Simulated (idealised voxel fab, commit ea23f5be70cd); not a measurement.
Name of the process module below: voxel lift off
Section cut is 255 nm wide and gridded with 5 nm square cells.
In what follows, cross-sections appear as grids of square cells, described through bands that run from the top down, where every band is one or more rows of cells.
Within each band entry, the heights of the top and of the bottom of the band appear first, in that order and in nm; the materials of the band then follow from left to right, each with its corresponding width in nm. The designation "throughout" on a single material indicates that it fills the band from edge to edge; the designation "air" indicates empty space.
Heights are measured from 0, the level below which the as-received wafer is all one material; the lowest band has no bottom and continues downward, written as in "0 -> down".
Width spec "30 to 40" -> top row of cells at first value, bottom row at second value, equal per-row change in between.
"identical to before" (step): cross-section cells unchanged, all of them.
Reported under the label "Cavities, sealed" are the empty spaces having no open way to the top and comprising 8 cells or more; the notation for each is width x height at distance, in which the distance is measured from the left edge and all three values are in nm.
Whatever follows a step's settings on its line is a remark the simulator itself makes about that step.
The optional step-line setting "overlay nm" applies to steps with a mask and quantifies how far to the right of its planned location the mask lay, a negative value indicating leftward placement.
PROCESS STEPS FORESEEN IN THE PLAN
1,RECEIVE [material Si]
2,CONFORMAL_DEP [material SiO2] [thk nm 15]
3,PATTERN [tone open] [mask id LINES] [material resist] [width nm 20] [pitch nm 50] [thk nm 20] [overlay nm 0]
4,DIRECTIONAL_DEP [material Ru] [thk nm 10]
5,STRIP [etch materials resist]
6,CONFORMAL_DEP [material SiO2] [thk nm 5]
CROSS-SECTION OF THE WAFER AT RECEIPT, WHICH IS THE CONDITION AFTER STEP 1
- 0 -> down: Si throughout
- Cavities, sealed: none
CROSS-SECTION AT MODULE END, ONE RUN ERROR; START AND PLAN UNCHANGED FROM ABOVE
- 30 -> 20: 35 nm air, 30 nm Ru, 20 nm air, 30 nm Ru, 20 nm air, 30 nm Ru, 20 nm air, 30 nm Ru, 40 nm air
- 20 -> 15: Ru throughout
- 15 -> 0: SiO2 throughout
- 0 -> down: Si throughout
- Cavities, sealed: none
Want to know what went wrong? step 6 changed vs plan, executed as CONFORMAL_DEP [material Ru] [thk nm 5]
